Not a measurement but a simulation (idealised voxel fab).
process module | voxel trench capacitor
cross-section cut | 235 nm wide | cells 5 nm
A cross-section is a grid of square cells, given in bands from the top down. A band is one or more rows of cells.
Each band's line starts with the height of the band's top and of its bottom, in nm. Then come its materials from left to right, each with its width in nm. One material with "throughout" fills the band from edge to edge. "air" is empty space.
Height 0 is the level under which the wafer as received is all one material. The lowest band goes on downwards, as in "0 down".
A width such as "30 to 40" changes by the same amount from each row of cells to the next, from the band's top row to its bottom row.
"no change" after a step means that no cell of the cross-section changed.
closed voids: empty space of 8 cells or more with no open way to the top, each as width x height at its distance from the left edge, in nm
after a step's settings: what the simulator itself notes on the step
overlay nm, on a step with a mask: how far to the right of its planned place the mask lay; to the left if negative
plan
1 op RECEIVE | material Si
2 op CONFORMAL_DEP | material SiN | thk nm 5
3 op MASKED_ETCH | tone open | mask id TRENCH | width nm 25 | pitch nm 40 | etch materials SiN | depth nm 5 | overlay nm 0
4 op MASKED_ETCH | tone open | mask id TRENCH | width nm 25 | pitch nm 40 | etch materials Si | depth nm 35 | overlay nm 0
5 op CONFORMAL_DEP | material HfO2 | thk nm 5
6 op CONFORMAL_DEP | material TiN | thk nm 5
7 op FILL_DEP | material W | thk nm 10
8 op CMP | height nm 5
as received, after step 1
  0 down: Si throughout
  closed voids: none
a wafer at the end: this start, this plan, one mistake
  5 to 0: SiN 70 | HfO2 5 | TiN 10 | HfO2 5 | SiN 20 | HfO2 5 | TiN 10 | HfO2 5 | SiN 20 | HfO2 5 | TiN 10 | HfO2 5 | SiN 65
  0 to -30: Si 70 | HfO2 5 | TiN 10 | HfO2 5 | Si 20 | HfO2 5 | TiN 10 | HfO2 5 | Si 20 | HfO2 5 | TiN 10 | HfO2 5 | Si 65
  -30 to -35: Si 70 | HfO2 20 | Si 20 | HfO2 20 | Si 20 | HfO2 20 | Si 65
  -35 down: Si throughout
  closed voids: none
what went wrong: step 3 ran as: op MASKED_ETCH | tone open | mask id TRENCH | width nm 20 | pitch nm 40 | etch materials SiN | depth nm 5 | overlay nm 0
